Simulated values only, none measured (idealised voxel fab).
The following process module bears the name voxel transistor to metal.
270 nm wide, 5 nm square cells: that's cross-section cut.
If you're reading a cross-section in this doc, picture square cells in a grid; it comes to you as bands, top ones listed first down to the bottom, and a band can be one or more rows of cells.
Basically the band line says how high the top is and how high the bottom is, in nm, and then what's in it from left to right, every material with its width in nm. Empty space shows up as "empty", and if a single material carries "all across" it runs the full band edge to edge.
Below 0: as-received wafer, all one material; heights counted from there. Lowest band: no bottom, goes on down, written "z 0 and below".
With a width like "30->40", each row of cells in the band differs from the next by the same amount, the top row carrying the first number and the bottom row the second.
"same as before" after a step means that no cell of the cross-section changed.
So "closed voids" is basically the list of trapped voids: any empty space of 8 cells or more that can't reach the top through an opening. They're written width x height at distance, the distance being from the left edge, and it's all nm.
It should be noted that, on the line of a given step, the content following the step's settings is a remark produced by the simulator itself with respect to that step.
overlay nm: for a step with a mask, the amount by which the mask lay right of where it was planned; a negative amount means left of it.
STEPS IN THE PROCESS PLAN
1 RECEIVE: material Si
2 CONFORMAL_DEP: material SiO2, thk nm 5
3 CONFORMAL_DEP: material SiN, thk nm 10
4 MASKED_ETCH: tone cover, mask id ACTIVE, width nm 100, pitch nm 130, etch materials SiN, depth nm 10, overlay nm 0
5 MASKED_ETCH: tone cover, mask id ACTIVE, width nm 100, pitch nm 130, etch materials SiO2, depth nm 5, overlay nm 0
6 MASKED_ETCH: tone cover, mask id ACTIVE, width nm 100, pitch nm 130, etch materials Si, depth nm 25, overlay nm 0
7 OXIDIZE: depth nm 5
8 FILL_DEP: material SiO2, thk nm 10
9 CMP: height nm 15
10 SELECTIVE_ETCH: etch materials SiO2, depth nm 5
11 STRIP: etch materials SiN
12 SELECTIVE_ETCH: etch materials SiO2, depth nm 5
13 OXIDIZE: depth nm 5
14 DIRECTIONAL_DEP: material polySi, thk nm 30
15 DIRECTIONAL_DEP: material SiCN, thk nm 10
16 DIRECTIONAL_DEP: material aC, thk nm 15
17 PATTERN: tone cover, mask id GATE, material resist, width nm 30, pitch nm 130, thk nm 30, overlay nm 0
18 DIRECTIONAL_ETCH: etch materials aC, depth nm 15
19 STRIP: etch materials resist
20 DIRECTIONAL_ETCH: etch materials SiCN, depth nm 20
21 DIRECTIONAL_ETCH: etch materials polySi, depth nm 40
22 STRIP: etch materials aC
23 CONFORMAL_DEP: material SiN, thk nm 10
24 DIRECTIONAL_ETCH: etch materials SiN, depth nm 10
25 DIRECTIONAL_ETCH: etch materials SiO2, depth nm 5
26 DIRECTIONAL_ETCH: etch materials Si, depth nm 10
27 EPI: material pSi, thk nm 10
28 FILL_DEP: material SiO2, thk nm 10
29 CMP: height nm 30
30 STRIP: etch materials polySi
31 SELECTIVE_ETCH: etch materials SiO2, depth nm 5
32 CONFORMAL_DEP: material HfO2, thk nm 5
33 CONFORMAL_DEP: material TiN, thk nm 5
34 FILL_DEP: material W, thk nm 5
35 CMP: height nm 25
36 DIRECTIONAL_DEP: material SiO2, thk nm 15
37 PATTERN: tone open, mask id CONTACT, material resist, width nm 15, thk nm 20, overlay nm 0
38 DIRECTIONAL_ETCH: etch materials SiO2, depth nm 45
39 STRIP: etch materials resist
40 CONFORMAL_DEP: material TiN, thk nm 5
41 FILL_DEP: material Ru, thk nm 5
42 CMP: height nm 40
43 CONFORMAL_DEP: material SiCN, thk nm 5
44 DIRECTIONAL_DEP: material lowk, thk nm 15
45 MASKED_ETCH: tone open, mask id METAL_1, width nm 15, etch materials lowk, depth nm 15, overlay nm 0
46 MASKED_ETCH: tone open, mask id METAL_1, width nm 15, etch materials SiCN, depth nm 5, overlay nm 0
47 CONFORMAL_DEP: material TiN, thk nm 5
48 FILL_DEP: material Cu, thk nm 5
49 CMP: height nm 60
50 CONFORMAL_DEP: material SiCN, thk nm 5
51 DIRECTIONAL_DEP: material SiO2, thk nm 35
52 PATTERN: tone open, mask id METAL_2, material resist, width nm 15, pitch nm 130, thk nm 15, overlay nm 0
53 DIRECTIONAL_ETCH: etch materials SiO2, depth nm 20
54 STRIP: etch materials resist
55 DIRECTIONAL_DEP: material aC, thk nm 10
56 PATTERN: tone open, mask id METAL_2_HOLES, material resist, width nm 15, pitch nm 130, thk nm 30, overlay nm 0
57 DIRECTIONAL_ETCH: etch materials aC, depth nm 10
58 STRIP: etch materials resist
59 DIRECTIONAL_ETCH: etch materials SiO2, depth nm 15
60 DIRECTIONAL_ETCH: etch materials SiCN, depth nm 5
61 STRIP: etch materials aC
62 CONFORMAL_DEP: material TiN, thk nm 5
63 FILL_DEP: material Ru, thk nm 5
64 CMP: height nm 100
65 CONFORMAL_DEP: material SiN, thk nm 5
AS-RECEIVED STATE OF THE WAFER IN CROSS-SECTION, EQUIVALENT TO POST-STEP 1
    z 0 and below | Si all across
    closed voids: none
RUN AS PLANNED - FIRST OF THE TWO WAFERS CROSS-SECTIONED AT THE END OF THE MODULE
    z 105 to 100 | SiN all across
    z 100 to 65 | SiO2=25, TiN=5, Ru=5, TiN=5, SiO2=115, TiN=5, Ru=5, TiN=5, SiO2=100
    z 65 to 60 | SiCN=25, TiN=15, SiCN=115, TiN=15, SiCN=100
    z 60 to 45 | lowk=25, TiN=5, Cu=5, TiN=5, lowk=60, TiN=5, Cu=5, TiN=5, lowk=40, TiN=5, Cu=5, TiN=5, lowk=60, TiN=5, Cu=5, TiN=5, lowk=25
    z 45 to 40 | SiCN=25, TiN=15, SiCN=60, TiN=15, SiCN=40, TiN=15, SiCN=60, TiN=15, SiCN=25
    z 40 to 25 | SiO2=25, TiN=5, Ru=5, TiN=5, SiO2=60, TiN=5, Ru=5, TiN=5, SiO2=40, TiN=5, Ru=5, TiN=5, SiO2=60, TiN=5, Ru=5, TiN=5, SiO2=25
    z 25 to 10 | SiO2=25, TiN=5, Ru=5, TiN=5, SiO2=5, SiN=10, HfO2=5, TiN=5, W=10, TiN=5, HfO2=5, SiN=10, SiO2=5, TiN=5, Ru=5, TiN=5, SiO2=40, TiN=5, Ru=5, TiN=5, SiO2=5, SiN=10, HfO2=5, TiN=5, W=10, TiN=5, HfO2=5, SiN=10, SiO2=5, TiN=5, Ru=5, TiN=5, SiO2=25
    z 10 to 5 | SiO2=25, TiN=15, SiO2=5, SiN=10, HfO2=5, TiN=5, W=10, TiN=5, HfO2=5, SiN=10, SiO2=5, TiN=15, SiO2=40, TiN=15, SiO2=5, SiN=10, HfO2=5, TiN=5, W=10, TiN=5, HfO2=5, SiN=10, SiO2=5, TiN=15, SiO2=25
    z 5 to 0 | SiO2=15, SiN=10, TiN=10, pSi=10, SiN=10, HfO2=5, TiN=20, HfO2=5, SiN=10, pSi=10, TiN=10, SiN=10, SiO2=20, SiN=10, TiN=10, pSi=10, SiN=10, HfO2=5, TiN=20, HfO2=5, SiN=10, pSi=10, TiN=10, SiN=10, SiO2=15
    z 0 to -5 | SiO2=25, TiN=10, pSi=10, SiO2=5, HfO2=40, SiO2=5, pSi=10, TiN=10, SiO2=40, TiN=10, pSi=10, SiO2=5, HfO2=40, SiO2=5, pSi=10, TiN=10, SiO2=25
    z -5 to -15 | SiO2=25, pSi=20, Si=50, pSi=20, SiO2=40, pSi=20, Si=50, pSi=20, SiO2=25
    z -15 to -30 | SiO2=25, Si=90, SiO2=40, Si=90, SiO2=25
    z -30 and below | Si all across
    closed voids: none
WAFER TWO CROSS-SECTION, MODULE END. START AND PLAN UNCHANGED FROM WAFER ONE; ONE MISTAKE MADE DURING THE RUN
    z 105 to 100 | SiN all across
    z 100 to 65 | SiO2=25, TiN=5, Ru=5, TiN=5, SiO2=115, TiN=5, Ru=5, TiN=5, SiO2=100
    z 65 to 60 | SiCN=25, TiN=15, SiCN=115, TiN=15, SiCN=100
    z 60 to 45 | lowk=25, TiN=5, Cu=5, TiN=5, lowk=60, TiN=5, Cu=5, TiN=5, lowk=40, TiN=5, Cu=5, TiN=5, lowk=60, TiN=5, Cu=5, TiN=5, lowk=25
    z 45 to 40 | SiCN=25, TiN=15, SiCN=60, TiN=15, SiCN=40, TiN=15, SiCN=60, TiN=15, SiCN=25
    z 40 to 35 | W=35, TiN=30, W=10, TiN=30, W=60, TiN=30, W=10, TiN=30, W=35
    z 35 to 30 | TiN=40, HfO2=20, TiN=5, W=10, TiN=5, HfO2=20, TiN=70, HfO2=20, TiN=5, W=10, TiN=5, HfO2=20, TiN=40
    z 30 to 25 | HfO2=45, SiN=10, HfO2=5, TiN=5, W=10, TiN=5, HfO2=5, SiN=10, HfO2=80, SiN=10, HfO2=5, TiN=5, W=10, TiN=5, HfO2=5, SiN=10, HfO2=45
    z 25 to 5 | SiO2=45, SiN=10, HfO2=5, TiN=5, W=10, TiN=5, HfO2=5, SiN=10, SiO2=80, SiN=10, HfO2=5, TiN=5, W=10, TiN=5, HfO2=5, SiN=10, SiO2=45
    z 5 to 0 | SiO2=15, SiN=10, SiO2=10, pSi=10, SiN=10, HfO2=5, TiN=20, HfO2=5, SiN=10, pSi=10, SiO2=10, SiN=10, SiO2=20, SiN=10, SiO2=10, pSi=10, SiN=10, HfO2=5, TiN=20, HfO2=5, SiN=10, pSi=10, SiO2=10, SiN=10, SiO2=15
    z 0 to -5 | SiO2=35, pSi=10, SiO2=5, HfO2=40, SiO2=5, pSi=10, SiO2=60, pSi=10, SiO2=5, HfO2=40, SiO2=5, pSi=10, SiO2=35
    z -5 to -15 | SiO2=25, pSi=20, Si=50, pSi=20, SiO2=40, pSi=20, Si=50, pSi=20, SiO2=25
    z -15 to -30 | SiO2=25, Si=90, SiO2=40, Si=90, SiO2=25
    z -30 and below | Si all across
    closed voids: none
Plan not followed: it should be noted that step 35 of the plan was omitted and was not performed
Final cells, second wafer relative to first, materials higher or lower: 54 more of HfO2 | 24 fewer of Ru | 8 more of SiN | 62 fewer of SiO2 | 14 fewer of TiN | 38 more of W
